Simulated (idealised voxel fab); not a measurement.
Process module heading - voxel tone inversion
This is section cut - it's 300 nm across, gridded in 5 nm square cells.
Square cells in a grid make up a cross-section in this document, and the grid is given as bands, listed from the top down, each one or more rows of cells.
This entry defines a band. It first specifies the height of the band's top and the height of its bottom in nm, and then specifies the band's materials from left to right, stating each material with its width in nm. The word "all across" identifies a single material that fills the band from edge to edge, while the word "empty" identifies empty space.
Below 0: as-received wafer, all one material; heights counted from there. Lowest band: no bottom, goes on down, written "top 0, no bottom".
A width such as "30..40" changes by the same amount from each row of cells to the next, from the band's top row to its bottom row.
The cross-section has no changed cell in any step marked "nothing got changed".
"Closed void list": sealed empty spaces, 8 cells or more, no open way to top, listed width x height at distance, with distance from the left edge and width, height and distance in nm.
Read whatever lies past the settings on a step's line as the simulator's own remark about the step.
A step line may carry the setting "overlay nm", which, for steps involving a mask, states the distance by which the mask lay to the right of its intended position; negative values denote displacement to the left.

**The process steps that were planned are listed below**
1,RECEIVE [material Si]
2,CONFORMAL_DEP [material SiN] [thk nm 5]
3,DIRECTIONAL_DEP [material polySi] [thk nm 15]
4,PATTERN [tone cover] [mask id POSTS] [material resist] [width nm 15] [pitch nm 40] [thk nm 20] [overlay nm 0]
5,DIRECTIONAL_ETCH [etch materials polySi] [depth nm 15]
6,STRIP [etch materials resist]
7,FILL_DEP [material SiO2] [thk nm 10]
8,CMP [height nm 20]
9,STRIP [etch materials polySi]
10,CONFORMAL_DEP [material TiN] [thk nm 5]
11,FILL_DEP [material Ru] [thk nm 10]
12,CMP [height nm 20]
13,CONFORMAL_DEP [material SiN] [thk nm 5]

**Wafer cross-section on receipt, i.e. after step 1**
  top 0, no bottom | Si all across
  Closed void list: none

**End-of-module cross-section of the first of two wafers, processed as planned**
  top 25, bottom 20 | SiN all across
  top 20, bottom 10 | SiO2 100 nm, then TiN 5 nm, then Ru 5 nm, then TiN 5 nm, then SiO2 25 nm, then TiN 5 nm, then Ru 5 nm, then TiN 5 nm, then SiO2 25 nm, then TiN 5 nm, then Ru 5 nm, then TiN 5 nm, then SiO2 105 nm
  top 10, bottom 5 | SiO2 100 nm, then TiN 15 nm, then SiO2 25 nm, then TiN 15 nm, then SiO2 25 nm, then TiN 15 nm, then SiO2 105 nm
  top 5, bottom 0 | SiN all across
  top 0, no bottom | Si all across
  Closed void list: none

**Wafer two cross-section, module end. Start and plan unchanged from wafer one; one mistake made during the run**
  top 25, bottom 20 | SiN all across
  top 20, bottom 10 | SiO2 95 nm, then TiN 5 nm, then Ru 5 nm, then TiN 5 nm, then SiO2 25 nm, then TiN 5 nm, then Ru 5 nm, then TiN 5 nm, then SiO2 25 nm, then TiN 5 nm, then Ru 5 nm, then TiN 5 nm, then SiO2 110 nm
  top 10, bottom 5 | SiO2 95 nm, then TiN 15 nm, then SiO2 25 nm, then TiN 15 nm, then SiO2 25 nm, then TiN 15 nm, then SiO2 110 nm
  top 5, bottom 0 | SiN all across
  top 0, no bottom | Si all across
  Closed void list: none
The mistake made against the process plan was this: heads up, step 4 didn't go per plan, it actually ran as PATTERN [tone cover] [mask id POSTS] [material resist] [width nm 15] [pitch nm 40] [thk nm 20] [overlay nm -5]
End check, second vs first wafer: material counts in cells match, positions do not.
